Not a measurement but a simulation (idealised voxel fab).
process module | voxel released beams
cross-section cut | 200 nm wide | cells 5 nm
A cross-section is a grid of square cells, given in bands from the top down. A band is one or more rows of cells.
Each band's line starts with the height of the band's top and of its bottom, in nm. Then come its materials from left to right, each with its width in nm. One material with "throughout" fills the band from edge to edge. "air" is empty space.
Height 0 is the level under which the wafer as received is all one material. The lowest band goes on downwards, as in "0 down".
A width such as "30 to 40" changes by the same amount from each row of cells to the next, from the band's top row to its bottom row.
"no change" after a step means that no cell of the cross-section changed.
closed voids: empty space of 8 cells or more with no open way to the top, each as width x height at its distance from the left edge, in nm
after a step's settings: what the simulator itself notes on the step
overlay nm, on a step with a mask: how far to the right of its planned place the mask lay; to the left if negative
plan
1 op RECEIVE | material Si
2 op CONFORMAL_DEP | material SiN | thk nm 10
3 op DIRECTIONAL_DEP | material SiO2 | thk nm 10
4 op MASKED_ETCH | tone open | mask id ANCHOR | width nm 30 | etch materials SiO2 | depth nm 10 | overlay nm 0
5 op CONFORMAL_DEP | material W | thk nm 10
6 op DIRECTIONAL_DEP | material aC | thk nm 15
7 op PATTERN | tone cover | mask id BEAM | material resist | width nm 90 | thk nm 35 | overlay nm 0
8 op DIRECTIONAL_ETCH | etch materials aC | depth nm 15
9 op STRIP | etch materials resist
10 op DIRECTIONAL_ETCH | etch materials W | depth nm 10
11 op STRIP | etch materials aC
12 op STRIP | etch materials SiO2
as received, after step 1
  0 down: Si throughout
  closed voids: none
first wafer at the end, as planned
  30 to 20: air 50 | W 15 | air 10 | W 65 | air 60
  20 to 10: air 55 | W 30 | air 115
  10 to 0: SiN throughout
  0 down: Si throughout
  closed voids: none
second wafer at the end: like start, like plan, one mistake
  30 to 20: air 50 | W 90 | air 60
  20 to 0: SiN throughout
  0 down: Si throughout
  closed voids: none
what went wrong: step 3 ran as: op DIRECTIONAL_DEP | material SiN | thk nm 10
at the end the second wafer has, in cells: 80 more of SiN | 8 fewer of W
